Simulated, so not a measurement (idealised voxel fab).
Process module, titled voxel transistor to metal
Square cells of 5 nm make up the cross-section cut, whose width is 270 nm.
Format of a cross-section: grid, square cells. Given as bands. Order: top down. Band: one or more rows of cells.
Top height, bottom height, nm. Materials left to right, width each, nm. Single material + "all across" = fills band edge to edge. "empty" = empty.
For the purposes of this specification, 0 denotes the height below which the wafer in its as-received condition is composed wholly of one material, and the lowermost band, lacking a lower limit, extends downward without end, as expressed in "0 and below".
The width entry "30->40" should be interpreted row by row: the top row of cells in the band takes the first number, the bottom row takes the second number, and the change between adjacent rows is uniform throughout.
For the purposes of this document, the phrase "remained the same" attached to a step denotes that no cell within the cross-section was modified by that step.
Listed in "Enclosed voids": every empty space of 8 or more cells without an open way to the top. Form: width x height at distance, the distance being from the left edge, all in nm.
It should be noted that, on the line of a given step, the content following the step's settings is a remark produced by the simulator itself with respect to that step.
If you see "overlay nm" on a step's line and that step has a mask, it's telling you how far right of where it was planned the mask ended up; a negative number means it went left instead.
Quick note on how to read the rest: it's all pairs. You get the cross-section before a process step and the one after, but the after one only goes down as far as the lowest band that changed. The step in between, with its settings, sits under the pair. Heads up, the pairs can come from different runs of this module on the same starting wafer, so don't assume a pair picks up from the one above unless its "Incoming structure" entry says it does.

INCOMING STRUCTURE
- 30 down to 20: SiO2 all across
- 20 down to 10: SiO2 55 nm  SiN 5 nm  HfO2 5 nm  TiN 5 nm  W 5 nm  TiN 5 nm  HfO2 5 nm  SiN 5 nm  SiO2 90 nm  SiN 5 nm  HfO2 5 nm  TiN 5 nm  W 5 nm  TiN 5 nm  HfO2 5 nm  SiN 5 nm  SiO2 55 nm
- 10 down to 5: SiO2 15 nm  SiN 5 nm  SiO2 35 nm  SiN 5 nm  HfO2 5 nm  TiN 5 nm  W 5 nm  TiN 5 nm  HfO2 5 nm  SiN 5 nm  SiO2 35 nm  SiN 5 nm  SiO2 10 nm  SiN 5 nm  SiO2 35 nm  SiN 5 nm  HfO2 5 nm  TiN 5 nm  W 5 nm  TiN 5 nm  HfO2 5 nm  SiN 5 nm  SiO2 35 nm  SiN 5 nm  SiO2 15 nm
- 5 down to 0: SiO2 15 nm  SiN 5 nm  SiO2 25 nm  nSi 10 nm  SiN 5 nm  HfO2 5 nm  TiN 15 nm  HfO2 5 nm  SiN 5 nm  nSi 10 nm  SiO2 25 nm  SiN 5 nm  SiO2 10 nm  SiN 5 nm  SiO2 25 nm  nSi 10 nm  SiN 5 nm  HfO2 5 nm  TiN 15 nm  HfO2 5 nm  SiN 5 nm  nSi 10 nm  SiO2 25 nm  SiN 5 nm  SiO2 15 nm
- 0 down to -5: SiO2 45 nm  nSi 10 nm  HfO2 35 nm  nSi 10 nm  SiO2 70 nm  nSi 10 nm  HfO2 35 nm  nSi 10 nm  SiO2 45 nm
- -5 down to -10: SiO2 45 nm  nSi 10 nm  Si 35 nm  nSi 10 nm  SiO2 70 nm  nSi 10 nm  Si 35 nm  nSi 10 nm  SiO2 45 nm
- -10 down to -20: SiO2 20 nm  nSi 35 nm  Si 35 nm  nSi 35 nm  SiO2 20 nm  nSi 35 nm  Si 35 nm  nSi 35 nm  SiO2 20 nm
- -20 and below: Si all across
- Enclosed voids: none

POST-PROCESS SECTION
- 50 down to 30: resist 30 nm  empty 15 nm  resist 55 nm  empty 15 nm  resist 40 nm  empty 15 nm  resist 55 nm  empty 15 nm  resist 30 nm
- below 30: unchanged
- Enclosed voids: none
Going from the before section above to the after section, the step was PATTERN, tone open, mask id CONTACT, material resist, width nm 15, thk nm 20, overlay nm 0

Incoming structure: For the state before this step, see the after cross-section of the pair located directly above.

POST-PROCESS SECTION
- 50 down to 30: resist 30 nm  empty 15 nm  resist 55 nm  empty 15 nm  resist 40 nm  empty 15 nm  resist 55 nm  empty 15 nm  resist 30 nm
- 30 down to 20: SiO2 30 nm  empty 15 nm  SiO2 55 nm  empty 15 nm  SiO2 40 nm  empty 15 nm  SiO2 55 nm  empty 15 nm  SiO2 30 nm
- 20 down to 10: SiO2 30 nm  empty 15 nm  SiO2 10 nm  SiN 5 nm  HfO2 5 nm  TiN 5 nm  W 5 nm  TiN 5 nm  HfO2 5 nm  SiN 5 nm  SiO2 10 nm  empty 15 nm  SiO2 40 nm  empty 15 nm  SiO2 10 nm  SiN 5 nm  HfO2 5 nm  TiN 5 nm  W 5 nm  TiN 5 nm  HfO2 5 nm  SiN 5 nm  SiO2 10 nm  empty 15 nm  SiO2 30 nm
- 10 down to 5: SiO2 15 nm  SiN 5 nm  SiO2 10 nm  empty 15 nm  SiO2 10 nm  SiN 5 nm  HfO2 5 nm  TiN 5 nm  W 5 nm  TiN 5 nm  HfO2 5 nm  SiN 5 nm  SiO2 10 nm  empty 15 nm  SiO2 10 nm  SiN 5 nm  SiO2 10 nm  SiN 5 nm  SiO2 10 nm  empty 15 nm  SiO2 10 nm  SiN 5 nm  HfO2 5 nm  TiN 5 nm  W 5 nm  TiN 5 nm  HfO2 5 nm  SiN 5 nm  SiO2 10 nm  empty 15 nm  SiO2 10 nm  SiN 5 nm  SiO2 15 nm
- 5 down to 0: SiO2 15 nm  SiN 5 nm  SiO2 10 nm  empty 15 nm  nSi 10 nm  SiN 5 nm  HfO2 5 nm  TiN 15 nm  HfO2 5 nm  SiN 5 nm  nSi 10 nm  empty 15 nm  SiO2 10 nm  SiN 5 nm  SiO2 10 nm  SiN 5 nm  SiO2 10 nm  empty 15 nm  nSi 10 nm  SiN 5 nm  HfO2 5 nm  TiN 15 nm  HfO2 5 nm  SiN 5 nm  nSi 10 nm  empty 15 nm  SiO2 10 nm  SiN 5 nm  SiO2 15 nm
- 0 down to -5: SiO2 30 nm  empty 15 nm  nSi 10 nm  HfO2 35 nm  nSi 10 nm  empty 15 nm  SiO2 40 nm  empty 15 nm  nSi 10 nm  HfO2 35 nm  nSi 10 nm  empty 15 nm  SiO2 30 nm
- below -5: unchanged
- Enclosed voids: none
Going from the before section above to the after section, the step was DIRECTIONAL_ETCH, etch materials SiO2, depth nm 35

Incoming structure: For the state before this step, see the after cross-section of the pair located directly above.

POST-PROCESS SECTION
- 30 down to 20: SiO2 30 nm  empty 15 nm  SiO2 55 nm  empty 15 nm  SiO2 40 nm  empty 15 nm  SiO2 55 nm  empty 15 nm  SiO2 30 nm
- below 20: unchanged
- Enclosed voids: none
Going from the before section above to the after section, the step was STRIP, etch materials resist

Incoming structure: For the state before this step, see the after cross-section of the pair located directly above.

POST-PROCESS SECTION
- 35 down to 30: TiN 35 nm  empty 5 nm  TiN 65 nm  empty 5 nm  TiN 50 nm  empty 5 nm  TiN 65 nm  empty 5 nm  TiN 35 nm
- 30 down to 20: SiO2 30 nm  TiN 5 nm  empty 5 nm  TiN 5 nm  SiO2 55 nm  TiN 5 nm  empty 5 nm  TiN 5 nm  SiO2 40 nm  TiN 5 nm  empty 5 nm  TiN 5 nm  SiO2 55 nm  TiN 5 nm  empty 5 nm  TiN 5 nm  SiO2 30 nm
- 20 down to 10: SiO2 30 nm  TiN 5 nm  empty 5 nm  TiN 5 nm  SiO2 10 nm  SiN 5 nm  HfO2 5 nm  TiN 5 nm  W 5 nm  TiN 5 nm  HfO2 5 nm  SiN 5 nm  SiO2 10 nm  TiN 5 nm  empty 5 nm  TiN 5 nm  SiO2 40 nm  TiN 5 nm  empty 5 nm  TiN 5 nm  SiO2 10 nm  SiN 5 nm  HfO2 5 nm  TiN 5 nm  W 5 nm  TiN 5 nm  HfO2 5 nm  SiN 5 nm  SiO2 10 nm  TiN 5 nm  empty 5 nm  TiN 5 nm  SiO2 30 nm
- 10 down to 5: SiO2 15 nm  SiN 5 nm  SiO2 10 nm  TiN 5 nm  empty 5 nm  TiN 5 nm  SiO2 10 nm  SiN 5 nm  HfO2 5 nm  TiN 5 nm  W 5 nm  TiN 5 nm  HfO2 5 nm  SiN 5 nm  SiO2 10 nm  TiN 5 nm  empty 5 nm  TiN 5 nm  SiO2 10 nm  SiN 5 nm  SiO2 10 nm  SiN 5 nm  SiO2 10 nm  TiN 5 nm  empty 5 nm  TiN 5 nm  SiO2 10 nm  SiN 5 nm  HfO2 5 nm  TiN 5 nm  W 5 nm  TiN 5 nm  HfO2 5 nm  SiN 5 nm  SiO2 10 nm  TiN 5 nm  empty 5 nm  TiN 5 nm  SiO2 10 nm  SiN 5 nm  SiO2 15 nm
- 5 down to 0: SiO2 15 nm  SiN 5 nm  SiO2 10 nm  TiN 5 nm  empty 5 nm  TiN 5 nm  nSi 10 nm  SiN 5 nm  HfO2 5 nm  TiN 15 nm  HfO2 5 nm  SiN 5 nm  nSi 10 nm  TiN 5 nm  empty 5 nm  TiN 5 nm  SiO2 10 nm  SiN 5 nm  SiO2 10 nm  SiN 5 nm  SiO2 10 nm  TiN 5 nm  empty 5 nm  TiN 5 nm  nSi 10 nm  SiN 5 nm  HfO2 5 nm  TiN 15 nm  HfO2 5 nm  SiN 5 nm  nSi 10 nm  TiN 5 nm  empty 5 nm  TiN 5 nm  SiO2 10 nm  SiN 5 nm  SiO2 15 nm
- 0 down to -5: SiO2 30 nm  TiN 15 nm  nSi 10 nm  HfO2 35 nm  nSi 10 nm  TiN 15 nm  SiO2 40 nm  TiN 15 nm  nSi 10 nm  HfO2 35 nm  nSi 10 nm  TiN 15 nm  SiO2 30 nm
- below -5: unchanged
- Enclosed voids: none
Going from the before section above to the after section, the step was CONFORMAL_DEP, material TiN, thk nm 5

Incoming structure: For the state before this step, see the after cross-section of the pair located directly above.

POST-PROCESS SECTION
- 45 down to 35: Ru all across
- 35 down to 30: TiN 35 nm  Ru 5 nm  TiN 65 nm  Ru 5 nm  TiN 50 nm  Ru 5 nm  TiN 65 nm  Ru 5 nm  TiN 35 nm
- 30 down to 20: SiO2 30 nm  TiN 5 nm  Ru 5 nm  TiN 5 nm  SiO2 55 nm  TiN 5 nm  Ru 5 nm  TiN 5 nm  SiO2 40 nm  TiN 5 nm  Ru 5 nm  TiN 5 nm  SiO2 55 nm  TiN 5 nm  Ru 5 nm  TiN 5 nm  SiO2 30 nm
- 20 down to 10: SiO2 30 nm  TiN 5 nm  Ru 5 nm  TiN 5 nm  SiO2 10 nm  SiN 5 nm  HfO2 5 nm  TiN 5 nm  W 5 nm  TiN 5 nm  HfO2 5 nm  SiN 5 nm  SiO2 10 nm  TiN 5 nm  Ru 5 nm  TiN 5 nm  SiO2 40 nm  TiN 5 nm  Ru 5 nm  TiN 5 nm  SiO2 10 nm  SiN 5 nm  HfO2 5 nm  TiN 5 nm  W 5 nm  TiN 5 nm  HfO2 5 nm  SiN 5 nm  SiO2 10 nm  TiN 5 nm  Ru 5 nm  TiN 5 nm  SiO2 30 nm
- 10 down to 5: SiO2 15 nm  SiN 5 nm  SiO2 10 nm  TiN 5 nm  Ru 5 nm  TiN 5 nm  SiO2 10 nm  SiN 5 nm  HfO2 5 nm  TiN 5 nm  W 5 nm  TiN 5 nm  HfO2 5 nm  SiN 5 nm  SiO2 10 nm  TiN 5 nm  Ru 5 nm  TiN 5 nm  SiO2 10 nm  SiN 5 nm  SiO2 10 nm  SiN 5 nm  SiO2 10 nm  TiN 5 nm  Ru 5 nm  TiN 5 nm  SiO2 10 nm  SiN 5 nm  HfO2 5 nm  TiN 5 nm  W 5 nm  TiN 5 nm  HfO2 5 nm  SiN 5 nm  SiO2 10 nm  TiN 5 nm  Ru 5 nm  TiN 5 nm  SiO2 10 nm  SiN 5 nm  SiO2 15 nm
- 5 down to 0: SiO2 15 nm  SiN 5 nm  SiO2 10 nm  TiN 5 nm  Ru 5 nm  TiN 5 nm  nSi 10 nm  SiN 5 nm  HfO2 5 nm  TiN 15 nm  HfO2 5 nm  SiN 5 nm  nSi 10 nm  TiN 5 nm  Ru 5 nm  TiN 5 nm  SiO2 10 nm  SiN 5 nm  SiO2 10 nm  SiN 5 nm  SiO2 10 nm  TiN 5 nm  Ru 5 nm  TiN 5 nm  nSi 10 nm  SiN 5 nm  HfO2 5 nm  TiN 15 nm  HfO2 5 nm  SiN 5 nm  nSi 10 nm  TiN 5 nm  Ru 5 nm  TiN 5 nm  SiO2 10 nm  SiN 5 nm  SiO2 15 nm
- below 0: unchanged
- Enclosed voids: none
Going from the before section above to the after section, the step was FILL_DEP, material Ru, thk nm 10

Incoming structure: For the state before this step, see the after cross-section of the pair located directly above.

POST-PROCESS SECTION
- 30 down to 20: SiO2 30 nm  TiN 5 nm  Ru 5 nm  TiN 5 nm  SiO2 55 nm  TiN 5 nm  Ru 5 nm  TiN 5 nm  SiO2 40 nm  TiN 5 nm  Ru 5 nm  TiN 5 nm  SiO2 55 nm  TiN 5 nm  Ru 5 nm  TiN 5 nm  SiO2 30 nm
- below 20: unchanged
- Enclosed voids: none
Going from the before section above to the after section, the step was CMP, height nm 30

Incoming structure: For the state before this step, see the after cross-section of the pair located directly above.

POST-PROCESS SECTION
- 35 down to 30: TiN all across
- below 30: unchanged
- Enclosed voids: none
Going from the before section above to the after section, the step was DIRECTIONAL_DEP, material TiN, thk nm 5

Incoming structure: For the state before this step, see the after cross-section of the pair located directly above.

POST-PROCESS SECTION
- 50 down to 35: Ru all across
- below 35: unchanged
- Enclosed voids: none
Going from the before section above to the after section, the step was DIRECTIONAL_DEP, material Ru, thk nm 15

Incoming structure: For the state before this step, see the after cross-section of the pair located directly above.

POST-PROCESS SECTION
- 50 down to 35: empty 30 nm  Ru 15 nm  empty 55 nm  Ru 15 nm  empty 40 nm  Ru 15 nm  empty 55 nm  Ru 15 nm  empty 30 nm
- below 35: unchanged
- Enclosed voids: none
Going from the before section above to the after section, the step was MASKED_ETCH, tone cover, mask id METAL_1, width nm 15, etch materials Ru, depth nm 15, overlay nm 0

Incoming structure: For the state before this step, see the after cross-section of the pair located directly above.

POST-PROCESS SECTION
- 50 down to 35: empty 30 nm  Ru 15 nm  empty 55 nm  Ru 15 nm  empty 40 nm  Ru 15 nm  empty 55 nm  Ru 15 nm  empty 30 nm
- 35 down to 30: empty 30 nm  TiN 15 nm  empty 55 nm  TiN 15 nm  empty 40 nm  TiN 15 nm  empty 55 nm  TiN 15 nm  empty 30 nm
- below 30: unchanged
- Enclosed voids: none
Going from the before section above to the after section, the step was MASKED_ETCH, tone cover, mask id METAL_1, width nm 15, etch materials TiN, depth nm 5, overlay nm 0

Incoming structure: For the state before this step, see the after cross-section of the pair located directly above.

POST-PROCESS SECTION
- 55 down to 50: empty 25 nm  SiCN 25 nm  empty 45 nm  SiCN 25 nm  empty 30 nm  SiCN 25 nm  empty 45 nm  SiCN 25 nm  empty 25 nm
- 50 down to 35: empty 25 nm  SiCN 5 nm  Ru 15 nm  SiCN 5 nm  empty 45 nm  SiCN 5 nm  Ru 15 nm  SiCN 5 nm  empty 30 nm  SiCN 5 nm  Ru 15 nm  SiCN 5 nm  empty 45 nm  SiCN 5 nm  Ru 15 nm  SiCN 5 nm  empty 25 nm
- 35 down to 30: SiCN 30 nm  TiN 15 nm  SiCN 55 nm  TiN 15 nm  SiCN 40 nm  TiN 15 nm  SiCN 55 nm  TiN 15 nm  SiCN 30 nm
- below 30: unchanged
- Enclosed voids: none
Going from the before section above to the after section, the step was CONFORMAL_DEP, material SiCN, thk nm 5

Incoming structure: For the state before this step, see the after cross-section of the pair located directly above.

POST-PROCESS SECTION
- 60 down to 55: lowk all across
- 55 down to 50: lowk 25 nm  SiCN 25 nm  lowk 45 nm  SiCN 25 nm  lowk 30 nm  SiCN 25 nm  lowk 45 nm  SiCN 25 nm  lowk 25 nm
- 50 down to 35: lowk 25 nm  SiCN 5 nm  Ru 15 nm  SiCN 5 nm  lowk 45 nm  SiCN 5 nm  Ru 15 nm  SiCN 5 nm  lowk 30 nm  SiCN 5 nm  Ru 15 nm  SiCN 5 nm  lowk 45 nm  SiCN 5 nm  Ru 15 nm  SiCN 5 nm  lowk 25 nm
- below 35: unchanged
- Enclosed voids: none
Going from the before section above to the after section, the step was FILL_DEP, material lowk, thk nm 5

Incoming structure: For the state before this step, see the after cross-section of the pair located directly above.

POST-PROCESS SECTION
- 50 down to 35: lowk 25 nm  SiCN 5 nm  Ru 15 nm  SiCN 5 nm  lowk 45 nm  SiCN 5 nm  Ru 15 nm  SiCN 5 nm  lowk 30 nm  SiCN 5 nm  Ru 15 nm  SiCN 5 nm  lowk 45 nm  SiCN 5 nm  Ru 15 nm  SiCN 5 nm  lowk 25 nm
- below 35: unchanged
- Enclosed voids: none
Going from the before section above to the after section, the step was CMP, height nm 50

Incoming structure: For the state before this step, see the after cross-section of the pair located directly above.

POST-PROCESS SECTION
- 55 down to 50: SiCN all across
- below 50: unchanged
- Enclosed voids: none
Going from the before section above to the after section, the step was CONFORMAL_DEP, material SiCN, thk nm 5

INCOMING STRUCTURE
- 30 down to 20: aC all across
- 20 down to 5: SiN all across
- 5 down to 0: SiO2 all across
- 0 and below: Si all across
- Enclosed voids: none

POST-PROCESS SECTION
- 60 down to 30: empty 25 nm  resist 100 nm  empty 25 nm  resist 100 nm  empty 20 nm
- below 30: unchanged
- Enclosed voids: none
Going from the before section above to the after section, the step was PATTERN, tone cover, mask id ACTIVE, material resist, width nm 100, pitch nm 125, thk nm 30, overlay nm 0

Incoming structure: For the state before this step, see the after cross-section of the pair located directly above.

POST-PROCESS SECTION
- 50 down to 30: empty 25 nm  resist 100 nm  empty 25 nm  resist 100 nm  empty 20 nm
- 30 down to 20: empty 25 nm  aC 100 nm  empty 25 nm  aC 100 nm  empty 20 nm
- below 20: unchanged
- Enclosed voids: none
Going from the before section above to the after section, the step was DIRECTIONAL_ETCH, etch materials aC, depth nm 10

Incoming structure: For the state before this step, see the after cross-section of the pair located directly above.

POST-PROCESS SECTION
- 30 down to 20: empty 25 nm  aC 100 nm  empty 25 nm  aC 100 nm  empty 20 nm
- below 20: unchanged
- Enclosed voids: none
Going from the before section above to the after section, the step was STRIP, etch materials resist

Incoming structure: For the state before this step, see the after cross-section of the pair located directly above.

POST-PROCESS SECTION
- 30 down to 20: empty 25 nm  aC 100 nm  empty 25 nm  aC 100 nm  empty 20 nm
- 20 down to 5: empty 25 nm  SiN 100 nm  empty 25 nm  SiN 100 nm  empty 20 nm
- below 5: unchanged
- Enclosed voids: none
Going from the before section above to the after section, the step was DIRECTIONAL_ETCH, etch materials SiN, depth nm 15

Incoming structure: For the state before this step, see the after cross-section of the pair located directly above.

POST-PROCESS SECTION
- 30 down to 20: empty 25 nm  aC 100 nm  empty 25 nm  aC 100 nm  empty 20 nm
- 20 down to 5: empty 25 nm  SiN 100 nm  empty 25 nm  SiN 100 nm  empty 20 nm
- 5 down to 0: empty 25 nm  SiO2 100 nm  empty 25 nm  SiO2 100 nm  empty 20 nm
- below 0: unchanged
- Enclosed voids: none
Going from the before section above to the after section, the step was DIRECTIONAL_ETCH, etch materials SiO2, depth nm 5

Incoming structure: For the state before this step, see the after cross-section of the pair located directly above.

POST-PROCESS SECTION
- 30 down to 20: empty 25 nm  aC 100 nm  empty 25 nm  aC 100 nm  empty 20 nm
- 20 down to 5: empty 25 nm  SiN 100 nm  empty 25 nm  SiN 100 nm  empty 20 nm
- 5 down to 0: empty 25 nm  SiO2 100 nm  empty 25 nm  SiO2 100 nm  empty 20 nm
- 0 down to -20: empty 25 nm  Si 100 nm  empty 25 nm  Si 100 nm  empty 20 nm
- below -20: unchanged
- Enclosed voids: none
Going from the before section above to the after section, the step was DIRECTIONAL_ETCH, etch materials Si, depth nm 20

Incoming structure: For the state before this step, see the after cross-section of the pair located directly above.

POST-PROCESS SECTION
- 20 down to 5: empty 25 nm  SiN 100 nm  empty 25 nm  SiN 100 nm  empty 20 nm
- below 5: unchanged
- Enclosed voids: none
Going from the before section above to the after section, the step was STRIP, etch materials aC

Incoming structure: For the state before this step, see the after cross-section of the pair located directly above.

POST-PROCESS SECTION
- 30 down to 20: SiO2 all across
- 20 down to 5: SiO2 25 nm  SiN 100 nm  SiO2 25 nm  SiN 100 nm  SiO2 20 nm
- 5 down to 0: SiO2 all across
- 0 down to -20: SiO2 25 nm  Si 100 nm  SiO2 25 nm  Si 100 nm  SiO2 20 nm
- below -20: unchanged
- Enclosed voids: none
Going from the before section above to the after section, the step was FILL_DEP, material SiO2, thk nm 10

Incoming structure: For the state before this step, see the after cross-section of the pair located directly above.

POST-PROCESS SECTION
- 20 down to 5: SiO2 25 nm  SiN 100 nm  SiO2 25 nm  SiN 100 nm  SiO2 20 nm
- below 5: unchanged
- Enclosed voids: none
Going from the before section above to the after section, the step was CMP, height nm 20

Incoming structure: For the state before this step, see the after cross-section of the pair located directly above.

POST-PROCESS SECTION
- 20 down to 15: empty 25 nm  SiN 100 nm  empty 25 nm  SiN 100 nm  empty 20 nm
- below 15: unchanged
- Enclosed voids: none
Going from the before section above to the after section, the step was SELECTIVE_ETCH, etch materials SiO2, depth nm 5

Incoming structure: For the state before this step, see the after cross-section of the pair located directly above.

POST-PROCESS SECTION
- 15 down to 5: SiO2 25 nm  empty 100 nm  SiO2 25 nm  empty 100 nm  SiO2 20 nm
- below 5: unchanged
- Enclosed voids: none
Going from the before section above to the after section, the step was STRIP, etch materials SiN

Incoming structure: For the state before this step, see the after cross-section of the pair located directly above.

POST-PROCESS SECTION
- 10 down to 0: SiO2 20 nm  empty 110 nm  SiO2 15 nm  empty 110 nm  SiO2 15 nm
- below 0: unchanged
- Enclosed voids: none
Going from the before section above to the after section, the step was SELECTIVE_ETCH, etch materials SiO2, depth nm 5

Incoming structure: For the state before this step, see the after cross-section of the pair located directly above.

POST-PROCESS SECTION
- 10 down to 0: SiO2 20 nm  empty 110 nm  SiO2 15 nm  empty 110 nm  SiO2 15 nm
- 0 down to -5: SiO2 all across
- below -5: unchanged
- Enclosed voids: none
Going from the before section above to the after section, the step was OXIDIZE, depth nm 5

Incoming structure: For the state before this step, see the after cross-section of the pair located directly above.

POST-PROCESS SECTION
- 35 down to 25: polySi 20 nm  empty 110 nm  polySi 15 nm  empty 110 nm  polySi 15 nm
- 25 down to 10: polySi all across
- 10 down to 0: SiO2 20 nm  polySi 110 nm  SiO2 15 nm  polySi 110 nm  SiO2 15 nm
- below 0: unchanged
- Enclosed voids: none
Going from the before section above to the after section, the step was DIRECTIONAL_DEP, material polySi, thk nm 25

Incoming structure: For the state before this step, see the after cross-section of the pair located directly above.

POST-PROCESS SECTION
- 50 down to 40: SiCN 20 nm  empty 110 nm  SiCN 15 nm  empty 110 nm  SiCN 15 nm
- 40 down to 35: SiCN all across
- 35 down to 25: polySi 20 nm  SiCN 110 nm  polySi 15 nm  SiCN 110 nm  polySi 15 nm
- below 25: unchanged
- Enclosed voids: none
Going from the before section above to the after section, the step was DIRECTIONAL_DEP, material SiCN, thk nm 15

Incoming structure: For the state before this step, see the after cross-section of the pair located directly above.

POST-PROCESS SECTION
- 40 down to 35: empty 60 nm  SiCN 25 nm  empty 100 nm  SiCN 25 nm  empty 60 nm
- 35 down to 25: polySi 20 nm  empty 40 nm  SiCN 25 nm  empty 45 nm  polySi 15 nm  empty 40 nm  SiCN 25 nm  empty 45 nm  polySi 15 nm
- below 25: unchanged
- Enclosed voids: none
Going from the before section above to the after section, the step was MASKED_ETCH, tone cover, mask id GATE, width nm 25, pitch nm 125, etch materials SiCN, depth nm 25, overlay nm 0

Incoming structure: For the state before this step, see the after cross-section of the pair located directly above.

POST-PROCESS SECTION
- 40 down to 25: empty 60 nm  SiCN 25 nm  empty 100 nm  SiCN 25 nm  empty 60 nm
- 25 down to 10: empty 60 nm  polySi 25 nm  empty 100 nm  polySi 25 nm  empty 60 nm
- 10 down to 0: SiO2 20 nm  empty 40 nm  polySi 25 nm  empty 45 nm  SiO2 15 nm  empty 40 nm  polySi 25 nm  empty 45 nm  SiO2 15 nm
- below 0: unchanged
- Enclosed voids: none
Going from the before section above to the after section, the step was MASKED_ETCH, tone cover, mask id GATE, width nm 25, pitch nm 125, etch materials polySi, depth nm 35, overlay nm 0

Incoming structure: For the state before this step, see the after cross-section of the pair located directly above.

POST-PROCESS SECTION
- 45 down to 40: empty 55 nm  SiN 35 nm  empty 90 nm  SiN 35 nm  empty 55 nm
- 40 down to 25: empty 55 nm  SiN 5 nm  SiCN 25 nm  SiN 5 nm  empty 90 nm  SiN 5 nm  SiCN 25 nm  SiN 5 nm  empty 55 nm
- 25 down to 15: empty 55 nm  SiN 5 nm  polySi 25 nm  SiN 5 nm  empty 90 nm  SiN 5 nm  polySi 25 nm  SiN 5 nm  empty 55 nm
- 15 down to 10: SiN 25 nm  empty 30 nm  SiN 5 nm  polySi 25 nm  SiN 5 nm  empty 35 nm  SiN 25 nm  empty 30 nm  SiN 5 nm  polySi 25 nm  SiN 5 nm  empty 35 nm  SiN 20 nm
- 10 down to 5: SiO2 20 nm  SiN 5 nm  empty 30 nm  SiN 5 nm  polySi 25 nm  SiN 5 nm  empty 35 nm  SiN 5 nm  SiO2 15 nm  SiN 5 nm  empty 30 nm  SiN 5 nm  polySi 25 nm  SiN 5 nm  empty 35 nm  SiN 5 nm  SiO2 15 nm
- 5 down to 0: SiO2 20 nm  SiN 40 nm  polySi 25 nm  SiN 45 nm  SiO2 15 nm  SiN 40 nm  polySi 25 nm  SiN 45 nm  SiO2 15 nm
- below 0: unchanged
- Enclosed voids: none
Going from the before section above to the after section, the step was CONFORMAL_DEP, material SiN, thk nm 5

Incoming structure: For the state before this step, see the after cross-section of the pair located directly above.

POST-PROCESS SECTION
- 40 down to 25: empty 55 nm  SiN 5 nm  SiCN 25 nm  SiN 5 nm  empty 90 nm  SiN 5 nm  SiCN 25 nm  SiN 5 nm  empty 55 nm
- 25 down to 10: empty 55 nm  SiN 5 nm  polySi 25 nm  SiN 5 nm  empty 90 nm  SiN 5 nm  polySi 25 nm  SiN 5 nm  empty 55 nm
- 10 down to 0: SiO2 20 nm  SiN 5 nm  empty 30 nm  SiN 5 nm  polySi 25 nm  SiN 5 nm  empty 35 nm  SiN 5 nm  SiO2 15 nm  SiN 5 nm  empty 30 nm  SiN 5 nm  polySi 25 nm  SiN 5 nm  empty 35 nm  SiN 5 nm  SiO2 15 nm
- below 0: unchanged
- Enclosed voids: none
Going from the before section above to the after section, the step was DIRECTIONAL_ETCH, etch materials SiN, depth nm 5

Incoming structure: For the state before this step, see the after cross-section of the pair located directly above.

POST-PROCESS SECTION
- 40 down to 25: empty 55 nm  SiN 5 nm  SiCN 25 nm  SiN 5 nm  empty 90 nm  SiN 5 nm  SiCN 25 nm  SiN 5 nm  empty 55 nm
- 25 down to 10: empty 55 nm  SiN 5 nm  polySi 25 nm  SiN 5 nm  empty 90 nm  SiN 5 nm  polySi 25 nm  SiN 5 nm  empty 55 nm
- 10 down to 5: empty 20 nm  SiN 5 nm  empty 30 nm  SiN 5 nm  polySi 25 nm  SiN 5 nm  empty 35 nm  SiN 5 nm  empty 15 nm  SiN 5 nm  empty 30 nm  SiN 5 nm  polySi 25 nm  SiN 5 nm  empty 35 nm  SiN 5 nm  empty 15 nm
- 5 down to 0: SiO2 20 nm  SiN 5 nm  empty 30 nm  SiN 5 nm  polySi 25 nm  SiN 5 nm  empty 35 nm  SiN 5 nm  SiO2 15 nm  SiN 5 nm  empty 30 nm  SiN 5 nm  polySi 25 nm  SiN 5 nm  empty 35 nm  SiN 5 nm  SiO2 15 nm
- 0 down to -5: SiO2 25 nm  empty 30 nm  SiO2 35 nm  empty 35 nm  SiO2 25 nm  empty 30 nm  SiO2 35 nm  empty 35 nm  SiO2 20 nm
- below -5: unchanged
- Enclosed voids: none
Going from the before section above to the after section, the step was DIRECTIONAL_ETCH, etch materials SiO2, depth nm 5

Incoming structure: For the state before this step, see the after cross-section of the pair located directly above.

POST-PROCESS SECTION
- 40 down to 25: empty 55 nm  SiN 5 nm  SiCN 25 nm  SiN 5 nm  empty 90 nm  SiN 5 nm  SiCN 25 nm  SiN 5 nm  empty 55 nm
- 25 down to 10: empty 55 nm  SiN 5 nm  polySi 25 nm  SiN 5 nm  empty 90 nm  SiN 5 nm  polySi 25 nm  SiN 5 nm  empty 55 nm
- 10 down to 5: empty 20 nm  SiN 5 nm  empty 30 nm  SiN 5 nm  polySi 25 nm  SiN 5 nm  empty 35 nm  SiN 5 nm  empty 15 nm  SiN 5 nm  empty 30 nm  SiN 5 nm  polySi 25 nm  SiN 5 nm  empty 35 nm  SiN 5 nm  empty 15 nm
- 5 down to 0: SiO2 20 nm  SiN 5 nm  empty 30 nm  SiN 5 nm  polySi 25 nm  SiN 5 nm  empty 35 nm  SiN 5 nm  SiO2 15 nm  SiN 5 nm  empty 30 nm  SiN 5 nm  polySi 25 nm  SiN 5 nm  empty 35 nm  SiN 5 nm  SiO2 15 nm
- 0 down to -5: SiO2 25 nm  empty 30 nm  SiO2 35 nm  empty 35 nm  SiO2 25 nm  empty 30 nm  SiO2 35 nm  empty 35 nm  SiO2 20 nm
- -5 down to -15: SiO2 25 nm  empty 30 nm  Si 35 nm  empty 35 nm  SiO2 25 nm  empty 30 nm  Si 35 nm  empty 35 nm  SiO2 20 nm
- below -15: unchanged
- Enclosed voids: none
Going from the before section above to the after section, the step was DIRECTIONAL_ETCH, etch materials Si, depth nm 10
